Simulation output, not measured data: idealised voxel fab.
process module | voxel air gaps
cross-section cut | 220 nm wide | cells 5 nm
A cross-section is a grid of square cells, given in bands from the top down. A band is one or more rows of cells.
Each band's line starts with the height of the band's top and of its bottom, in nm. Then come its materials from left to right, each with its width in nm. One material with "throughout" fills the band from edge to edge. "air" is empty space.
Height 0 is the level under which the wafer as received is all one material. The lowest band goes on downwards, as in "0 down".
A width such as "30 to 40" changes by the same amount from each row of cells to the next, from the band's top row to its bottom row.
"no change" after a step means that no cell of the cross-section changed.
closed voids: empty space of 8 cells or more with no open way to the top, each as width x height at its distance from the left edge, in nm
after a step's settings: what the simulator itself notes on the step
overlay nm, on a step with a mask: how far to the right of its planned place the mask lay; to the left if negative
plan
1 op RECEIVE | material Si
2 op CONFORMAL_DEP | material SiO2 | thk nm 10
3 op CONFORMAL_DEP | material SiN | thk nm 5
4 op DIRECTIONAL_DEP | material SiO2 | thk nm 40
5 op MASKED_ETCH | tone open | mask id LINES | width nm 15 | pitch nm 40 | etch materials SiO2 | depth nm 40 | overlay nm 0
6 op CONFORMAL_DEP | material TiN | thk nm 5
7 op FILL_DEP | material Ru | thk nm 5
8 op CMP | height nm 55
9 op EPI | material Ru | thk nm 10
10 op SELECTIVE_ETCH | etch materials SiO2 | depth nm 50
11 op CONFORMAL_DEP | material SiCN | thk nm 5
varied across the wafers: width nm of step 5. The plan shows the first wafer's value. All wafers start alike
first wafer as received, after step 1
  0 down: Si throughout
  closed voids: none
each wafer at the end: cells of each material gained (+) or lost (-) since it was received, then its closed voids
width nm 15 | +63 Ru | +120 SiCN | +44 SiN | +88 SiO2 | +51 TiN | closed voids: 15 x 30 at 80; 15 x 30 at 120
width nm 20 | +90 Ru | +72 SiCN | +44 SiN | +152 SiO2 | +54 TiN | closed voids: none
width nm 25 | +113 Ru | +72 SiCN | +44 SiN | +136 SiO2 | +57 TiN | closed voids: none
